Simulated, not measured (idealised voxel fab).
The document below concerns the process module designated voxel released beams.
Pictured: cross-section cut, 280 nm wide, on a grid of 5 nm square cells.
Cross-sections here: square-cell grids, written as top-down lists of bands, a band being one or more rows of cells.
This entry defines a band. It first specifies the height of the band's top and the height of its bottom in nm, and then specifies the band's materials from left to right, stating each material with its width in nm. The word "throughout" identifies a single material that fills the band from edge to edge, while the word "blank" identifies empty space.
For the purposes of this specification, 0 denotes the height below which the wafer in its as-received condition is composed wholly of one material, and the lowermost band, lacking a lower limit, extends downward without end, as expressed in "0..down".
Width: "30 to 40" (first number = top row, second number = bottom row, same change from row to row of cells).
You'll sometimes find "all unchanged" written for a step, and that's the way of saying that nowhere in the cross-section did a cell change during that step.
Each empty space that has no open way to the top and spans at least 8 cells appears under "Enclosed void list" as width x height at distance, the distance counted from the left edge, all in nm.
Anything after a step's settings on that line? It's the simulator's own note about the step.
overlay nm: mask offset rightward from planned place, masked step; negative means leftward offset.
So here's the lineup of process steps we planned
| 1 | RECEIVE: material Si |
| 2 | CONFORMAL_DEP: material Al2O3, thk nm 5 |
| 3 | DIRECTIONAL_DEP: material SiO2, thk nm 10 |
| 4 | DIRECTIONAL_DEP: material aC, thk nm 10 |
| 5 | PATTERN: tone open, mask id ANCHOR, material resist, width nm 40, thk nm 25, overlay nm 0 |
| 6 | DIRECTIONAL_ETCH: etch materials aC, depth nm 10 |
| 7 | STRIP: etch materials resist |
| 8 | DIRECTIONAL_ETCH: etch materials SiO2, depth nm 10 |
| 9 | STRIP: etch materials aC |
| 10 | CONFORMAL_DEP: material SiN, thk nm 15 |
| 11 | MASKED_ETCH: tone cover, mask id BEAM, width nm 85, etch materials SiN, depth nm 15, overlay nm 0 |
| 12 | STRIP: etch materials SiO2 |
Cross-sectional view of the wafer in its as-received condition, corresponding to the state after step 1
    0..down | Si throughout
    Enclosed void list: none
Cross-section, end of module. Start: as above. Plan: as above. Execution: one mistake
    30..20 | 95 blank / 20 SiN / 15 blank / 50 SiN / 100 blank
    20..15 | 95 blank / 85 SiN / 100 blank
    15..5 | 100 blank / 45 SiN / 135 blank
    5..0 | Al2O3 throughout
    0..down | Si throughout
    Enclosed void list: none
In executing the process, a mistake was made relative to the plan: step 5 ran differently from the plan; actual operation with settings: PATTERN: tone open, mask id ANCHOR, material resist, width nm 45, thk nm 25, overlay nm 0
